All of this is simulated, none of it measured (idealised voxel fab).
Module name: voxel air gaps (process module)
Each square cell in cross-section cut measures 5 nm, and the section as a whole is 215 nm wide.
Square cells in a grid make up a cross-section in this document, and the grid is given as bands, listed from the top down, each one or more rows of cells.
First you get the band's top height and its bottom height, in nm, and then the materials it's made of, left to right, with each width in nm. If you see a single material with "throughout", that one covers the band edge to edge. "air" is empty space.
Convention: height 0 is the level below which the wafer, as received, is all one material. The lowest band does not terminate at the bottom but continues downward, represented as "0 and below".
Think of "30->40" as a width that walks from the first number to the second as you go down the band, top row to bottom row, taking equal-sized steps from row to row.
Take "no alteration" at face value: in the step it is given for, the cross-section changed in none of its cells.
Reported under the label "Voids, fully enclosed" are the empty spaces having no open way to the top and comprising 8 cells or more; the notation for each is width x height at distance, in which the distance is measured from the left edge and all three values are in nm.
Anything after a step's settings on that line? It's the simulator's own note about the step.
overlay nm: mask right of planned place by this much (step with mask). Neg. = left.
What follows is a series of pairs. Each pair shows a cross-section before one process step and the cross-section after it, and the after view is drawn only down to the lowest band that changed. Beneath each pair is the step that lies between the two, with its settings. Pairs may come from different runs of this module on the same starting wafer, so a pair continues from the one above it only where its entry headed "Incoming profile" says so.
Incoming profile:
0 and below: Si throughout
Voids, fully enclosed: none
Post-Process Section:
10 down to 0: SiO2 throughout
Under 0: no change, same as before.
Voids, fully enclosed: none
The two cross-sections above are separated by a single process step, namely CONFORMAL_DEP | material SiO2 | thk nm 10
Incoming profile: taken from the pair above, after panel.
Post-Process Section:
15 down to 10: SiN throughout
Under 10: no change, same as before.
Voids, fully enclosed: none
The two cross-sections above are separated by a single process step, namely CONFORMAL_DEP | material SiN | thk nm 5
Incoming profile: taken from the pair above, after panel.
Post-Process Section:
50 down to 15: SiO2 throughout
Under 15: no change, same as before.
Voids, fully enclosed: none
The two cross-sections above are separated by a single process step, namely DIRECTIONAL_DEP | material SiO2 | thk nm 35
Incoming profile: taken from the pair above, after panel.
Post-Process Section:
60 down to 50: aC throughout
Under 50: no change, same as before.
Voids, fully enclosed: none
The two cross-sections above are separated by a single process step, namely DIRECTIONAL_DEP | material aC | thk nm 10
Incoming profile: taken from the pair above, after panel.
Post-Process Section:
85 down to 60: resist 40 nm | air 25 nm | resist 30 nm | air 25 nm | resist 30 nm | air 25 nm | resist 40 nm
Under 60: no change, same as before.
Voids, fully enclosed: none
The two cross-sections above are separated by a single process step, namely PATTERN | tone open | mask id LINES | material resist | width nm 25 | pitch nm 55 | thk nm 25 | overlay nm 0
Incoming profile: taken from the pair above, after panel.
Post-Process Section:
75 down to 60: resist 40 nm | air 25 nm | resist 30 nm | air 25 nm | resist 30 nm | air 25 nm | resist 40 nm
60 down to 50: aC 40 nm | air 25 nm | aC 30 nm | air 25 nm | aC 30 nm | air 25 nm | aC 40 nm
Under 50: no change, same as before.
Voids, fully enclosed: none
The two cross-sections above are separated by a single process step, namely DIRECTIONAL_ETCH | etch materials aC | depth nm 10
Incoming profile: taken from the pair above, after panel.
Post-Process Section:
60 down to 50: aC 40 nm | air 25 nm | aC 30 nm | air 25 nm | aC 30 nm | air 25 nm | aC 40 nm
Under 50: no change, same as before.
Voids, fully enclosed: none
The two cross-sections above are separated by a single process step, namely STRIP | etch materials resist
Incoming profile: taken from the pair above, after panel.
Post-Process Section:
60 down to 50: aC 40 nm | air 25 nm | aC 30 nm | air 25 nm | aC 30 nm | air 25 nm | aC 40 nm
50 down to 15: SiO2 40 nm | air 25 nm | SiO2 30 nm | air 25 nm | SiO2 30 nm | air 25 nm | SiO2 40 nm
Under 15: no change, same as before.
Voids, fully enclosed: none
The two cross-sections above are separated by a single process step, namely DIRECTIONAL_ETCH | etch materials SiO2 | depth nm 35
Incoming profile: taken from the pair above, after panel.
Post-Process Section:
50 down to 15: SiO2 40 nm | air 25 nm | SiO2 30 nm | air 25 nm | SiO2 30 nm | air 25 nm | SiO2 40 nm
Under 15: no change, same as before.
Voids, fully enclosed: none
The two cross-sections above are separated by a single process step, namely STRIP | etch materials aC
Incoming profile: taken from the pair above, after panel.
Post-Process Section:
55 down to 50: TiN 45 nm | air 15 nm | TiN 40 nm | air 15 nm | TiN 40 nm | air 15 nm | TiN 45 nm
50 down to 20: SiO2 40 nm | TiN 5 nm | air 15 nm | TiN 5 nm | SiO2 30 nm | TiN 5 nm | air 15 nm | TiN 5 nm | SiO2 30 nm | TiN 5 nm | air 15 nm | TiN 5 nm | SiO2 40 nm
20 down to 15: SiO2 40 nm | TiN 25 nm | SiO2 30 nm | TiN 25 nm | SiO2 30 nm | TiN 25 nm | SiO2 40 nm
Under 15: no change, same as before.
Voids, fully enclosed: none
The two cross-sections above are separated by a single process step, namely CONFORMAL_DEP | material TiN | thk nm 5
Incoming profile: taken from the pair above, after panel.
Post-Process Section:
60 down to 55: Cu throughout
55 down to 50: TiN 45 nm | Cu 15 nm | TiN 40 nm | Cu 15 nm | TiN 40 nm | Cu 15 nm | TiN 45 nm
50 down to 20: SiO2 40 nm | TiN 5 nm | Cu 15 nm | TiN 5 nm | SiO2 30 nm | TiN 5 nm | Cu 15 nm | TiN 5 nm | SiO2 30 nm | TiN 5 nm | Cu 15 nm | TiN 5 nm | SiO2 40 nm
Under 20: no change, same as before.
Voids, fully enclosed: none
The two cross-sections above are separated by a single process step, namely FILL_DEP | material Cu | thk nm 5
Incoming profile: taken from the pair above, after panel.
Post-Process Section:
50 down to 20: SiO2 40 nm | TiN 5 nm | Cu 15 nm | TiN 5 nm | SiO2 30 nm | TiN 5 nm | Cu 15 nm | TiN 5 nm | SiO2 30 nm | TiN 5 nm | Cu 15 nm | TiN 5 nm | SiO2 40 nm
Under 20: no change, same as before.
Voids, fully enclosed: none
The two cross-sections above are separated by a single process step, namely CMP | height nm 50
Incoming profile: taken from the pair above, after panel.
Post-Process Section:
60 down to 50: air 30 nm | Ru 45 nm | air 10 nm | Ru 45 nm | air 10 nm | Ru 45 nm | air 30 nm
Under 50: no change, same as before.
Voids, fully enclosed: none
The two cross-sections above are separated by a single process step, namely EPI | material Ru | thk nm 10
Incoming profile: taken from the pair above, after panel.
Post-Process Section:
60 down to 50: air 30 nm | Ru 45 nm | air 10 nm | Ru 45 nm | air 10 nm | Ru 45 nm | air 30 nm
50 down to 20: air 40 nm | TiN 5 nm | Cu 15 nm | TiN 5 nm | air 30 nm | TiN 5 nm | Cu 15 nm | TiN 5 nm | air 30 nm | TiN 5 nm | Cu 15 nm | TiN 5 nm | air 40 nm
20 down to 15: air 40 nm | TiN 25 nm | air 30 nm | TiN 25 nm | air 30 nm | TiN 25 nm | air 40 nm
Under 15: no change, same as before.
Voids, fully enclosed: none
The two cross-sections above are separated by a single process step, namely SELECTIVE_ETCH | etch materials SiO2 | depth nm 45
Incoming profile: taken from the pair above, after panel.
Post-Process Section:
65 down to 60: air 25 nm | SiCN 165 nm | air 25 nm
60 down to 50: air 25 nm | SiCN 5 nm | Ru 45 nm | SiCN 10 nm | Ru 45 nm | SiCN 10 nm | Ru 45 nm | SiCN 5 nm | air 25 nm
50 down to 45: air 25 nm | SiCN 15 nm | TiN 5 nm | Cu 15 nm | TiN 5 nm | SiCN 30 nm | TiN 5 nm | Cu 15 nm | TiN 5 nm | SiCN 30 nm | TiN 5 nm | Cu 15 nm | TiN 5 nm | SiCN 15 nm | air 25 nm
45 down to 20: air 35 nm | SiCN 5 nm | TiN 5 nm | Cu 15 nm | TiN 5 nm | SiCN 5 nm | air 20 nm | SiCN 5 nm | TiN 5 nm | Cu 15 nm | TiN 5 nm | SiCN 5 nm | air 20 nm | SiCN 5 nm | TiN 5 nm | Cu 15 nm | TiN 5 nm | SiCN 5 nm | air 35 nm
20 down to 15: SiCN 40 nm | TiN 25 nm | SiCN 30 nm | TiN 25 nm | SiCN 30 nm | TiN 25 nm | SiCN 40 nm
Under 15: no change, same as before.
Voids, fully enclosed: 20 x 25 at 70; 20 x 25 at 125
The two cross-sections above are separated by a single process step, namely CONFORMAL_DEP | material SiCN | thk nm 5
Incoming profile:
60 down to 50: air 30 nm | Ru 45 nm | air 10 nm | Ru 45 nm | air 10 nm | Ru 45 nm | air 30 nm
50 down to 20: SiO2 40 nm | TiN 5 nm | Cu 15 nm | TiN 5 nm | SiO2 30 nm | TiN 5 nm | Cu 15 nm | TiN 5 nm | SiO2 30 nm | TiN 5 nm | Cu 15 nm | TiN 5 nm | SiO2 40 nm
20 down to 15: SiO2 40 nm | TiN 25 nm | SiO2 30 nm | TiN 25 nm | SiO2 30 nm | TiN 25 nm | SiO2 40 nm
15 down to 10: SiN throughout
10 down to 0: SiO2 throughout
0 and below: Si throughout
Voids, fully enclosed: none
Post-Process Section:
70 down to 50: air 20 nm | Ru 175 nm | air 20 nm
Under 50: no change, same as before.
Voids, fully enclosed: none
The two cross-sections above are separated by a single process step, namely EPI | material Ru | thk nm 10
Incoming profile: taken from the pair above, after panel.
Post-Process Section:
70 down to 50: air 20 nm | Ru 175 nm | air 20 nm
50 down to 20: air 40 nm | TiN 5 nm | Cu 15 nm | TiN 5 nm | SiO2 30 nm | TiN 5 nm | Cu 15 nm | TiN 5 nm | SiO2 30 nm | TiN 5 nm | Cu 15 nm | TiN 5 nm | air 40 nm
20 down to 15: air 40 nm | TiN 25 nm | SiO2 30 nm | TiN 25 nm | SiO2 30 nm | TiN 25 nm | air 40 nm
Under 15: no change, same as before.
Voids, fully enclosed: none
The two cross-sections above are separated by a single process step, namely SELECTIVE_ETCH | etch materials SiO2 | depth nm 45
Incoming profile: taken from the pair above, after panel.
Post-Process Section:
75 down to 70: air 15 nm | SiCN 185 nm | air 15 nm
70 down to 50: air 15 nm | SiCN 5 nm | Ru 175 nm | SiCN 5 nm | air 15 nm
50 down to 45: air 15 nm | SiCN 25 nm | TiN 5 nm | Cu 15 nm | TiN 5 nm | SiO2 30 nm | TiN 5 nm | Cu 15 nm | TiN 5 nm | SiO2 30 nm | TiN 5 nm | Cu 15 nm | TiN 5 nm | SiCN 25 nm | air 15 nm
45 down to 20: air 35 nm | SiCN 5 nm | TiN 5 nm | Cu 15 nm | TiN 5 nm | SiO2 30 nm | TiN 5 nm | Cu 15 nm | TiN 5 nm | SiO2 30 nm | TiN 5 nm | Cu 15 nm | TiN 5 nm | SiCN 5 nm | air 35 nm
20 down to 15: SiCN 40 nm | TiN 25 nm | SiO2 30 nm | TiN 25 nm | SiO2 30 nm | TiN 25 nm | SiCN 40 nm
Under 15: no change, same as before.
Voids, fully enclosed: none
The two cross-sections above are separated by a single process step, namely CONFORMAL_DEP | material SiCN | thk nm 5
Incoming profile:
50 down to 20: SiO2 40 nm | TiN 5 nm | Cu 15 nm | TiN 5 nm | SiO2 30 nm | TiN 5 nm | Cu 15 nm | TiN 5 nm | SiO2 30 nm | TiN 5 nm | Cu 15 nm | TiN 5 nm | SiO2 40 nm
20 down to 15: SiO2 40 nm | TiN 25 nm | SiO2 30 nm | TiN 25 nm | SiO2 30 nm | TiN 25 nm | SiO2 40 nm
15 down to 10: SiN throughout
10 down to 0: SiO2 throughout
0 and below: Si throughout
Voids, fully enclosed: none
Post-Process Section:
50 down to 20: air 40 nm | TiN 5 nm | Cu 15 nm | TiN 5 nm | air 30 nm | TiN 5 nm | Cu 15 nm | TiN 5 nm | air 30 nm | TiN 5 nm | Cu 15 nm | TiN 5 nm | air 40 nm
20 down to 15: air 40 nm | TiN 25 nm | air 30 nm | TiN 25 nm | air 30 nm | TiN 25 nm | air 40 nm
Under 15: no change, same as before.
Voids, fully enclosed: none
The two cross-sections above are separated by a single process step, namely SELECTIVE_ETCH | etch materials SiO2 | depth nm 45
Incoming profile: taken from the pair above, after panel.
Post-Process Section:
60 down to 50: air 30 nm | Ru 45 nm | air 10 nm | Ru 45 nm | air 10 nm | Ru 45 nm | air 30 nm
50 down to 20: air 30 nm | Ru 10 nm | TiN 5 nm | Cu 15 nm | TiN 5 nm | Ru 10 nm | air 10 nm | Ru 10 nm | TiN 5 nm | Cu 15 nm | TiN 5 nm | Ru 10 nm | air 10 nm | Ru 10 nm | TiN 5 nm | Cu 15 nm | TiN 5 nm | Ru 10 nm | air 30 nm
20 down to 15: air 30 nm | Ru 10 nm | TiN 25 nm | Ru 10 nm | air 10 nm | Ru 10 nm | TiN 25 nm | Ru 10 nm | air 10 nm | Ru 10 nm | TiN 25 nm | Ru 10 nm | air 30 nm
Under 15: no change, same as before.
Voids, fully enclosed: none
The two cross-sections above are separated by a single process step, namely EPI | material Ru | thk nm 10
Incoming profile: taken from the pair above, after panel.
Post-Process Section:
65 down to 60: air 25 nm | SiCN 165 nm | air 25 nm
60 down to 50: air 25 nm | SiCN 5 nm | Ru 45 nm | SiCN 10 nm | Ru 45 nm | SiCN 10 nm | Ru 45 nm | SiCN 5 nm | air 25 nm
50 down to 20: air 25 nm | SiCN 5 nm | Ru 10 nm | TiN 5 nm | Cu 15 nm | TiN 5 nm | Ru 10 nm | SiCN 10 nm | Ru 10 nm | TiN 5 nm | Cu 15 nm | TiN 5 nm | Ru 10 nm | SiCN 10 nm | Ru 10 nm | TiN 5 nm | Cu 15 nm | TiN 5 nm | Ru 10 nm | SiCN 5 nm | air 25 nm
20 down to 15: SiCN 30 nm | Ru 10 nm | TiN 25 nm | Ru 10 nm | SiCN 10 nm | Ru 10 nm | TiN 25 nm | Ru 10 nm | SiCN 10 nm | Ru 10 nm | TiN 25 nm | Ru 10 nm | SiCN 30 nm
Under 15: no change, same as before.
Voids, fully enclosed: none
The two cross-sections above are separated by a single process step, namely CONFORMAL_DEP | material SiCN | thk nm 5
Incoming profile:
0 and below: Si throughout
Voids, fully enclosed: none
Post-Process Section:
5 down to 0: SiO2 throughout
Under 0: no change, same as before.
Voids, fully enclosed: none
The two cross-sections above are separated by a single process step, namely CONFORMAL_DEP | material SiO2 | thk nm 5
Incoming profile: taken from the pair above, after panel.
Post-Process Section:
10 down to 5: SiN throughout
Under 5: no change, same as before.
Voids, fully enclosed: none
The two cross-sections above are separated by a single process step, namely CONFORMAL_DEP | material SiN | thk nm 5
Incoming profile: taken from the pair above, after panel.
Post-Process Section:
45 down to 10: SiO2 throughout
Under 10: no change, same as before.
Voids, fully enclosed: none
The two cross-sections above are separated by a single process step, namely DIRECTIONAL_DEP | material SiO2 | thk nm 35
Incoming profile: taken from the pair above, after panel.
Post-Process Section:
55 down to 45: aC throughout
Under 45: no change, same as before.
Voids, fully enclosed: none
The two cross-sections above are separated by a single process step, namely DIRECTIONAL_DEP | material aC | thk nm 10
Incoming profile: taken from the pair above, after panel.
Post-Process Section:
80 down to 55: resist 40 nm | air 25 nm | resist 30 nm | air 25 nm | resist 30 nm | air 25 nm | resist 40 nm
Under 55: no change, same as before.
Voids, fully enclosed: none
The two cross-sections above are separated by a single process step, namely PATTERN | tone open | mask id LINES | material resist | width nm 25 | pitch nm 55 | thk nm 25 | overlay nm 0
Incoming profile: taken from the pair above, after panel.
Post-Process Section:
70 down to 55: resist 40 nm | air 25 nm | resist 30 nm | air 25 nm | resist 30 nm | air 25 nm | resist 40 nm
55 down to 45: aC 40 nm | air 25 nm | aC 30 nm | air 25 nm | aC 30 nm | air 25 nm | aC 40 nm
Under 45: no change, same as before.
Voids, fully enclosed: none
The two cross-sections above are separated by a single process step, namely DIRECTIONAL_ETCH | etch materials aC | depth nm 10
Incoming profile: taken from the pair above, after panel.
Post-Process Section:
55 down to 45: aC 40 nm | air 25 nm | aC 30 nm | air 25 nm | aC 30 nm | air 25 nm | aC 40 nm
Under 45: no change, same as before.
Voids, fully enclosed: none
The two cross-sections above are separated by a single process step, namely STRIP | etch materials resist
Incoming profile: taken from the pair above, after panel.
Post-Process Section:
55 down to 45: aC 40 nm | air 25 nm | aC 30 nm | air 25 nm | aC 30 nm | air 25 nm | aC 40 nm
45 down to 10: SiO2 40 nm | air 25 nm | SiO2 30 nm | air 25 nm | SiO2 30 nm | air 25 nm | SiO2 40 nm
Under 10: no change, same as before.
Voids, fully enclosed: none
The two cross-sections above are separated by a single process step, namely DIRECTIONAL_ETCH | etch materials SiO2 | depth nm 35
Incoming profile: taken from the pair above, after panel.
Post-Process Section:
45 down to 10: SiO2 40 nm | air 25 nm | SiO2 30 nm | air 25 nm | SiO2 30 nm | air 25 nm | SiO2 40 nm
Under 10: no change, same as before.
Voids, fully enclosed: none
The two cross-sections above are separated by a single process step, namely STRIP | etch materials aC
Incoming profile: taken from the pair above, after panel.
Post-Process Section:
50 down to 45: TiN 45 nm | air 15 nm | TiN 40 nm | air 15 nm | TiN 40 nm | air 15 nm | TiN 45 nm
45 down to 15: SiO2 40 nm | TiN 5 nm | air 15 nm | TiN 5 nm | SiO2 30 nm | TiN 5 nm | air 15 nm | TiN 5 nm | SiO2 30 nm | TiN 5 nm | air 15 nm | TiN 5 nm | SiO2 40 nm
15 down to 10: SiO2 40 nm | TiN 25 nm | SiO2 30 nm | TiN 25 nm | SiO2 30 nm | TiN 25 nm | SiO2 40 nm
Under 10: no change, same as before.
Voids, fully enclosed: none
The two cross-sections above are separated by a single process step, namely CONFORMAL_DEP | material TiN | thk nm 5
Incoming profile: taken from the pair above, after panel.
Post-Process Section:
55 down to 50: Cu throughout
50 down to 45: TiN 45 nm | Cu 15 nm | TiN 40 nm | Cu 15 nm | TiN 40 nm | Cu 15 nm | TiN 45 nm
45 down to 15: SiO2 40 nm | TiN 5 nm | Cu 15 nm | TiN 5 nm | SiO2 30 nm | TiN 5 nm | Cu 15 nm | TiN 5 nm | SiO2 30 nm | TiN 5 nm | Cu 15 nm | TiN 5 nm | SiO2 40 nm
Under 15: no change, same as before.
Voids, fully enclosed: none
The two cross-sections above are separated by a single process step, namely FILL_DEP | material Cu | thk nm 5
Incoming profile: taken from the pair above, after panel.
Post-Process Section:
50 down to 45: TiN 45 nm | Cu 15 nm | TiN 40 nm | Cu 15 nm | TiN 40 nm | Cu 15 nm | TiN 45 nm
Under 45: no change, same as before.
Voids, fully enclosed: none
The two cross-sections above are separated by a single process step, namely CMP | height nm 50
Incoming profile: taken from the pair above, after panel.
Post-Process Section:
60 down to 50: Ru throughout
Under 50: no change, same as before.
Voids, fully enclosed: none
The two cross-sections above are separated by a single process step, namely EPI | material Ru | thk nm 10
Incoming profile: taken from the pair above, after panel.
Post-Process Section:
65 down to 60: SiCN throughout
Under 60: no change, same as before.
Voids, fully enclosed: none
The two cross-sections above are separated by a single process step, namely CONFORMAL_DEP | material SiCN | thk nm 5
Incoming profile:
60 down to 50: aC throughout
50 down to 15: SiO2 throughout
15 down to 10: SiN throughout
10 down to 0: SiO2 throughout
0 and below: Si throughout
Voids, fully enclosed: none
Post-Process Section:
85 down to 60: resist 45 nm | air 15 nm | resist 40 nm | air 15 nm | resist 40 nm | air 15 nm | resist 45 nm
Under 60: no change, same as before.
Voids, fully enclosed: none
The two cross-sections above are separated by a single process step, namely PATTERN | tone open | mask id LINES | material resist | width nm 15 | pitch nm 55 | thk nm 25 | overlay nm 0
Incoming profile: taken from the pair above, after panel.
Post-Process Section:
75 down to 60: resist 45 nm | air 15 nm | resist 40 nm | air 15 nm | resist 40 nm | air 15 nm | resist 45 nm
60 down to 50: aC 45 nm | air 15 nm | aC 40 nm | air 15 nm | aC 40 nm | air 15 nm | aC 45 nm
Under 50: no change, same as before.
Voids, fully enclosed: none
The two cross-sections above are separated by a single process step, namely DIRECTIONAL_ETCH | etch materials aC | depth nm 10
Incoming profile: taken from the pair above, after panel.
Post-Process Section:
60 down to 50: aC 45 nm | air 15 nm | aC 40 nm | air 15 nm | aC 40 nm | air 15 nm | aC 45 nm
Under 50: no change, same as before.
Voids, fully enclosed: none
The two cross-sections above are separated by a single process step, namely STRIP | etch materials resist
Incoming profile: taken from the pair above, after panel.
Post-Process Section:
60 down to 50: aC 45 nm | air 15 nm | aC 40 nm | air 15 nm | aC 40 nm | air 15 nm | aC 45 nm
50 down to 15: SiO2 45 nm | air 15 nm | SiO2 40 nm | air 15 nm | SiO2 40 nm | air 15 nm | SiO2 45 nm
Under 15: no change, same as before.
Voids, fully enclosed: none
The two cross-sections above are separated by a single process step, namely DIRECTIONAL_ETCH | etch materials SiO2 | depth nm 35
Incoming profile: taken from the pair above, after panel.
Post-Process Section:
50 down to 15: SiO2 45 nm | air 15 nm | SiO2 40 nm | air 15 nm | SiO2 40 nm | air 15 nm | SiO2 45 nm
Under 15: no change, same as before.
Voids, fully enclosed: none
The two cross-sections above are separated by a single process step, namely STRIP | etch materials aC
Incoming profile: taken from the pair above, after panel.
Post-Process Section:
55 down to 50: TiN 50 nm | air 5 nm | TiN 50 nm | air 5 nm | TiN 50 nm | air 5 nm | TiN 50 nm
50 down to 20: SiO2 45 nm | TiN 5 nm | air 5 nm | TiN 5 nm | SiO2 40 nm | TiN 5 nm | air 5 nm | TiN 5 nm | SiO2 40 nm | TiN 5 nm | air 5 nm | TiN 5 nm | SiO2 45 nm
20 down to 15: SiO2 45 nm | TiN 15 nm | SiO2 40 nm | TiN 15 nm | SiO2 40 nm | TiN 15 nm | SiO2 45 nm
Under 15: no change, same as before.
Voids, fully enclosed: none
The two cross-sections above are separated by a single process step, namely CONFORMAL_DEP | material TiN | thk nm 5
Incoming profile: taken from the pair above, after panel.
Post-Process Section:
60 down to 55: Cu throughout
55 down to 50: TiN 50 nm | Cu 5 nm | TiN 50 nm | Cu 5 nm | TiN 50 nm | Cu 5 nm | TiN 50 nm
50 down to 20: SiO2 45 nm | TiN 5 nm | Cu 5 nm | TiN 5 nm | SiO2 40 nm | TiN 5 nm | Cu 5 nm | TiN 5 nm | SiO2 40 nm | TiN 5 nm | Cu 5 nm | TiN 5 nm | SiO2 45 nm
Under 20: no change, same as before.
Voids, fully enclosed: none
The two cross-sections above are separated by a single process step, namely FILL_DEP | material Cu | thk nm 5
Incoming profile: taken from the pair above, after panel.
Post-Process Section:
50 down to 20: SiO2 45 nm | TiN 5 nm | Cu 5 nm | TiN 5 nm | SiO2 40 nm | TiN 5 nm | Cu 5 nm | TiN 5 nm | SiO2 40 nm | TiN 5 nm | Cu 5 nm | TiN 5 nm | SiO2 45 nm
Under 20: no change, same as before.
Voids, fully enclosed: none
The two cross-sections above are separated by a single process step, namely CMP | height nm 50
Incoming profile: taken from the pair above, after panel.
Post-Process Section:
60 down to 50: air 35 nm | Ru 35 nm | air 20 nm | Ru 35 nm | air 20 nm | Ru 35 nm | air 35 nm
Under 50: no change, same as before.
Voids, fully enclosed: none
The two cross-sections above are separated by a single process step, namely EPI | material Ru | thk nm 10
Incoming profile: taken from the pair above, after panel.
Post-Process Section:
60 down to 50: air 35 nm | Ru 35 nm | air 20 nm | Ru 35 nm | air 20 nm | Ru 35 nm | air 35 nm
50 down to 20: air 45 nm | TiN 5 nm | Cu 5 nm | TiN 5 nm | air 40 nm | TiN 5 nm | Cu 5 nm | TiN 5 nm | air 40 nm | TiN 5 nm | Cu 5 nm | TiN 5 nm | air 45 nm
20 down to 15: air 45 nm | TiN 15 nm | air 40 nm | TiN 15 nm | air 40 nm | TiN 15 nm | air 45 nm
Under 15: no change, same as before.
Voids, fully enclosed: none
The two cross-sections above are separated by a single process step, namely SELECTIVE_ETCH | etch materials SiO2 | depth nm 45
Incoming profile: taken from the pair above, after panel.
Post-Process Section:
65 down to 60: air 30 nm | SiCN 45 nm | air 10 nm | SiCN 45 nm | air 10 nm | SiCN 45 nm | air 30 nm
60 down to 50: air 30 nm | SiCN 5 nm | Ru 35 nm | SiCN 5 nm | air 10 nm | SiCN 5 nm | Ru 35 nm | SiCN 5 nm | air 10 nm | SiCN 5 nm | Ru 35 nm | SiCN 5 nm | air 30 nm
50 down to 45: air 30 nm | SiCN 15 nm | TiN 5 nm | Cu 5 nm | TiN 5 nm | SiCN 15 nm | air 10 nm | SiCN 15 nm | TiN 5 nm | Cu 5 nm | TiN 5 nm | SiCN 15 nm | air 10 nm | SiCN 15 nm | TiN 5 nm | Cu 5 nm | TiN 5 nm | SiCN 15 nm | air 30 nm
45 down to 20: air 40 nm | SiCN 5 nm | TiN 5 nm | Cu 5 nm | TiN 5 nm | SiCN 5 nm | air 30 nm | SiCN 5 nm | TiN 5 nm | Cu 5 nm | TiN 5 nm | SiCN 5 nm | air 30 nm | SiCN 5 nm | TiN 5 nm | Cu 5 nm | TiN 5 nm | SiCN 5 nm | air 40 nm
20 down to 15: SiCN 45 nm | TiN 15 nm | SiCN 40 nm | TiN 15 nm | SiCN 40 nm | TiN 15 nm | SiCN 45 nm
Under 15: no change, same as before.
Voids, fully enclosed: none
The two cross-sections above are separated by a single process step, namely CONFORMAL_DEP | material SiCN | thk nm 5
Incoming profile:
60 down to 50: aC throughout
50 down to 15: SiO2 throughout
15 down to 10: SiN throughout
10 down to 0: SiO2 throughout
0 and below: Si throughout
Voids, fully enclosed: none
Post-Process Section:
85 down to 60: resist 50 nm | air 25 nm | resist 30 nm | air 25 nm | resist 30 nm | air 25 nm | resist 30 nm
Under 60: no change, same as before.
Voids, fully enclosed: none
The two cross-sections above are separated by a single process step, namely PATTERN | tone open | mask id LINES | material resist | width nm 25 | pitch nm 55 | thk nm 25 | overlay nm 10
Incoming profile: taken from the pair above, after panel.
Post-Process Section:
75 down to 60: resist 50 nm | air 25 nm | resist 30 nm | air 25 nm | resist 30 nm | air 25 nm | resist 30 nm
60 down to 50: aC 50 nm | air 25 nm | aC 30 nm | air 25 nm | aC 30 nm | air 25 nm | aC 30 nm
Under 50: no change, same as before.
Voids, fully enclosed: none
The two cross-sections above are separated by a single process step, namely DIRECTIONAL_ETCH | etch materials aC | depth nm 10
Incoming profile: taken from the pair above, after panel.
Post-Process Section:
60 down to 50: aC 50 nm | air 25 nm | aC 30 nm | air 25 nm | aC 30 nm | air 25 nm | aC 30 nm
Under 50: no change, same as before.
Voids, fully enclosed: none
The two cross-sections above are separated by a single process step, namely STRIP | etch materials resist
Incoming profile: taken from the pair above, after panel.
Post-Process Section:
60 down to 50: aC 50 nm | air 25 nm | aC 30 nm | air 25 nm | aC 30 nm | air 25 nm | aC 30 nm
50 down to 15: SiO2 50 nm | air 25 nm | SiO2 30 nm | air 25 nm | SiO2 30 nm | air 25 nm | SiO2 30 nm
Under 15: no change, same as before.
Voids, fully enclosed: none
The two cross-sections above are separated by a single process step, namely DIRECTIONAL_ETCH | etch materials SiO2 | depth nm 35
Incoming profile: taken from the pair above, after panel.
Post-Process Section:
50 down to 15: SiO2 50 nm | air 25 nm | SiO2 30 nm | air 25 nm | SiO2 30 nm | air 25 nm | SiO2 30 nm
Under 15: no change, same as before.
Voids, fully enclosed: none
The two cross-sections above are separated by a single process step, namely STRIP | etch materials aC
Incoming profile: taken from the pair above, after panel.
Post-Process Section:
55 down to 50: TiN 55 nm | air 15 nm | TiN 40 nm | air 15 nm | TiN 40 nm | air 15 nm | TiN 35 nm
50 down to 20: SiO2 50 nm | TiN 5 nm | air 15 nm | TiN 5 nm | SiO2 30 nm | TiN 5 nm | air 15 nm | TiN 5 nm | SiO2 30 nm | TiN 5 nm | air 15 nm | TiN 5 nm | SiO2 30 nm
20 down to 15: SiO2 50 nm | TiN 25 nm | SiO2 30 nm | TiN 25 nm | SiO2 30 nm | TiN 25 nm | SiO2 30 nm
Under 15: no change, same as before.
Voids, fully enclosed: none
The two cross-sections above are separated by a single process step, namely CONFORMAL_DEP | material TiN | thk nm 5
Incoming profile: taken from the pair above, after panel.
Post-Process Section:
60 down to 55: Cu throughout
55 down to 50: TiN 55 nm | Cu 15 nm | TiN 40 nm | Cu 15 nm | TiN 40 nm | Cu 15 nm | TiN 35 nm
50 down to 20: SiO2 50 nm | TiN 5 nm | Cu 15 nm | TiN 5 nm | SiO2 30 nm | TiN 5 nm | Cu 15 nm | TiN 5 nm | SiO2 30 nm | TiN 5 nm | Cu 15 nm | TiN 5 nm | SiO2 30 nm
Under 20: no change, same as before.
Voids, fully enclosed: none
The two cross-sections above are separated by a single process step, namely FILL_DEP | material Cu | thk nm 5
Incoming profile: taken from the pair above, after panel.
Post-Process Section:
50 down to 20: SiO2 50 nm | TiN 5 nm | Cu 15 nm | TiN 5 nm | SiO2 30 nm | TiN 5 nm | Cu 15 nm | TiN 5 nm | SiO2 30 nm | TiN 5 nm | Cu 15 nm | TiN 5 nm | SiO2 30 nm
Under 20: no change, same as before.
Voids, fully enclosed: none
The two cross-sections above are separated by a single process step, namely CMP | height nm 50
Incoming profile: taken from the pair above, after panel.
Post-Process Section:
60 down to 50: air 40 nm | Ru 45 nm | air 10 nm | Ru 45 nm | air 10 nm | Ru 45 nm | air 20 nm
Under 50: no change, same as before.
Voids, fully enclosed: none
The two cross-sections above are separated by a single process step, namely EPI | material Ru | thk nm 10
Incoming profile: taken from the pair above, after panel.
Post-Process Section:
60 down to 50: air 40 nm | Ru 45 nm | air 10 nm | Ru 45 nm | air 10 nm | Ru 45 nm | air 20 nm
50 down to 20: air 50 nm | TiN 5 nm | Cu 15 nm | TiN 5 nm | air 30 nm | TiN 5 nm | Cu 15 nm | TiN 5 nm | air 30 nm | TiN 5 nm | Cu 15 nm | TiN 5 nm | air 30 nm
20 down to 15: air 50 nm | TiN 25 nm | air 30 nm | TiN 25 nm | air 30 nm | TiN 25 nm | air 30 nm
Under 15: no change, same as before.
Voids, fully enclosed: none
The two cross-sections above are separated by a single process step, namely SELECTIVE_ETCH | etch materials SiO2 | depth nm 45
